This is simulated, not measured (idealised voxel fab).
process module | voxel wiring stack
Displayed cross-section: cut, width of 235 nm, square cells sized 5 nm.
Notation: cross-section as square-cell grid; stated in bands, top first, going down; one or more cell rows per band.
In this notation a band is specified by the heights of its top and bottom, in that order and in nm, after which its materials appear from left to right, each paired with its width in nm. The word "edge to edge" attached to a single material means that material fills the band from edge to edge; the word "empty" stands for empty space.
Heads up on the height convention: 0 is the point under which the incoming wafer is all one material, and the lowest band has no bottom, it just keeps going down, like "from 0 down".
Top row gets the first number, bottom row gets the second, and each row in between changes by the same step: that is how a band width like "30->40" works.
A step reported as "no modifications" is a step in which no cell of the cross-section changed.
"Sealed void listing": sealed empty spaces, 8 cells or more, no open way to top, listed width x height at distance, with distance from the left edge and width, height and distance in nm.
If you see something after the settings on a step's line, that's the simulator's own remark about that step.
overlay nm: mask offset rightward from planned place, masked step; negative means leftward offset.

Below is the list of planned process steps:
1 RECEIVE,material Si
2 CONFORMAL_DEP,material SiO2,thk nm 10
3 DIRECTIONAL_DEP,material TiN,thk nm 5
4 DIRECTIONAL_DEP,material Ru,thk nm 15
5 DIRECTIONAL_DEP,material aC,thk nm 15
6 PATTERN,tone cover,mask id METAL_1,material resist,width nm 20,pitch nm 50,thk nm 30,overlay nm 0
7 DIRECTIONAL_ETCH,etch materials aC,depth nm 15
8 STRIP,etch materials resist
9 DIRECTIONAL_ETCH,etch materials Ru,depth nm 15
10 DIRECTIONAL_ETCH,etch materials TiN,depth nm 5
11 STRIP,etch materials aC
12 CONFORMAL_DEP,material SiCN,thk nm 5
13 FILL_DEP,material SiO2,thk nm 5
14 CMP,height nm 30
15 CONFORMAL_DEP,material SiCN,thk nm 5
16 DIRECTIONAL_DEP,material SiO2,thk nm 15
17 DIRECTIONAL_DEP,material aC,thk nm 10
18 PATTERN,tone open,mask id PLUG_1,material resist,width nm 15,pitch nm 50,thk nm 25,overlay nm 0
19 DIRECTIONAL_ETCH,etch materials aC,depth nm 10
20 STRIP,etch materials resist
21 DIRECTIONAL_ETCH,etch materials SiO2,depth nm 15
22 DIRECTIONAL_ETCH,etch materials SiCN,depth nm 5
23 STRIP,etch materials aC
24 CONFORMAL_DEP,material TiN,thk nm 5
25 FILL_DEP,material Ru,thk nm 5
26 CMP,height nm 50
27 CONFORMAL_DEP,material SiN,thk nm 5
28 DIRECTIONAL_DEP,material lowk,thk nm 25
29 MASKED_ETCH,tone open,mask id METAL_2,width nm 20,pitch nm 50,etch materials lowk,depth nm 25,overlay nm 0
30 MASKED_ETCH,tone open,mask id METAL_2,width nm 20,pitch nm 50,etch materials SiN,depth nm 5,overlay nm 0
31 CONFORMAL_DEP,material TiN,thk nm 5
32 FILL_DEP,material W,thk nm 5
33 CMP,height nm 80
34 CONFORMAL_DEP,material SiCN,thk nm 5
35 DIRECTIONAL_DEP,material SiO2,thk nm 30
36 DIRECTIONAL_DEP,material aC,thk nm 10
37 PATTERN,tone open,mask id METAL_3_HOLES,material resist,width nm 15,thk nm 30,overlay nm 0
38 DIRECTIONAL_ETCH,etch materials aC,depth nm 10
39 STRIP,etch materials resist
40 DIRECTIONAL_ETCH,etch materials SiO2,depth nm 30
41 STRIP,etch materials aC
42 MASKED_ETCH,tone open,mask id METAL_3,width nm 20,pitch nm 50,etch materials SiO2,depth nm 15,overlay nm 0
43 MASKED_ETCH,tone open,mask id METAL_3,width nm 20,pitch nm 50,etch materials SiCN,depth nm 5,overlay nm 0
44 CONFORMAL_DEP,material TiN,thk nm 5
45 FILL_DEP,material Ru,thk nm 5
46 CMP,height nm 115
47 CONFORMAL_DEP,material SiN,thk nm 5

As-received wafer cross-section (after step 1):
- from 0 down  Si edge to edge
- Sealed void listing: none

Post-module cross-section of the first of two wafers (run per plan):
- from 120 to 115  SiN edge to edge
- from 115 to 105  80 nm SiO2, then 5 nm TiN, then 10 nm Ru, then 5 nm TiN, then 30 nm SiO2, then 5 nm TiN, then 10 nm Ru, then 5 nm TiN, then 85 nm SiO2
- from 105 to 100  80 nm SiO2, then 5 nm TiN, then 5 nm Ru, then 10 nm TiN, then 30 nm SiO2, then 20 nm TiN, then 85 nm SiO2
- from 100 to 85  80 nm SiO2, then 5 nm TiN, then 5 nm Ru, then 5 nm TiN, then 140 nm SiO2
- from 85 to 80  80 nm SiCN, then 15 nm TiN, then 140 nm SiCN
- from 80 to 55  80 nm lowk, then 5 nm TiN, then 10 nm W, then 5 nm TiN, then 30 nm lowk, then 5 nm TiN, then 10 nm W, then 5 nm TiN, then 85 nm lowk
- from 55 to 50  80 nm SiN, then 20 nm TiN, then 30 nm SiN, then 20 nm TiN, then 85 nm SiN
- from 50 to 35  80 nm SiO2, then 5 nm TiN, then 5 nm Ru, then 5 nm TiN, then 35 nm SiO2, then 5 nm TiN, then 5 nm Ru, then 5 nm TiN, then 90 nm SiO2
- from 35 to 30  80 nm SiCN, then 15 nm TiN, then 35 nm SiCN, then 15 nm TiN, then 90 nm SiCN
- from 30 to 15  75 nm SiO2, then 5 nm SiCN, then 20 nm Ru, then 5 nm SiCN, then 20 nm SiO2, then 5 nm SiCN, then 20 nm Ru, then 5 nm SiCN, then 80 nm SiO2
- from 15 to 10  80 nm SiCN, then 20 nm TiN, then 30 nm SiCN, then 20 nm TiN, then 85 nm SiCN
- from 10 to 0  SiO2 edge to edge
- from 0 down  Si edge to edge
- Sealed void listing: none

Same start, same plan as the first wafer - but one mistake in the run. Cross-section of the second of the two at the end of the module:
- from 120 to 115  SiN edge to edge
- from 115 to 105  80 nm SiO2, then 5 nm TiN, then 10 nm Ru, then 5 nm TiN, then 30 nm SiO2, then 5 nm TiN, then 10 nm Ru, then 5 nm TiN, then 85 nm SiO2
- from 105 to 100  80 nm SiO2, then 5 nm TiN, then 5 nm Ru, then 10 nm TiN, then 30 nm SiO2, then 20 nm TiN, then 85 nm SiO2
- from 100 to 85  80 nm SiO2, then 5 nm TiN, then 5 nm Ru, then 5 nm TiN, then 140 nm SiO2
- from 85 to 80  80 nm SiCN, then 15 nm TiN, then 140 nm SiCN
- from 80 to 55  85 nm lowk, then 5 nm TiN, then 5 nm W, then 5 nm TiN, then 35 nm lowk, then 5 nm TiN, then 5 nm W, then 5 nm TiN, then 85 nm lowk
- from 55 to 50  85 nm SiN, then 15 nm TiN, then 35 nm SiN, then 15 nm TiN, then 85 nm SiN
- from 50 to 35  80 nm SiO2, then 5 nm TiN, then 5 nm Ru, then 5 nm TiN, then 35 nm SiO2, then 5 nm TiN, then 5 nm Ru, then 5 nm TiN, then 90 nm SiO2
- from 35 to 30  80 nm SiCN, then 15 nm TiN, then 35 nm SiCN, then 15 nm TiN, then 90 nm SiCN
- from 30 to 15  75 nm SiO2, then 5 nm SiCN, then 20 nm Ru, then 5 nm SiCN, then 20 nm SiO2, then 5 nm SiCN, then 20 nm Ru, then 5 nm SiCN, then 80 nm SiO2
- from 15 to 10  80 nm SiCN, then 20 nm TiN, then 30 nm SiCN, then 20 nm TiN, then 85 nm SiCN
- from 10 to 0  SiO2 edge to edge
- from 0 down  Si edge to edge
- Sealed void listing: none
The mistake made against the process plan was this: step 29, actual vs plan mismatch, actual run MASKED_ETCH,tone open,mask id METAL_2,width nm 15,pitch nm 50,etch materials lowk,depth nm 25,overlay nm 0
The closing comparison, in cells, has the second wafer with more or fewer of some materials than the first: 2 more of SiN, 2 fewer of TiN, 10 fewer of W, 10 more of lowk
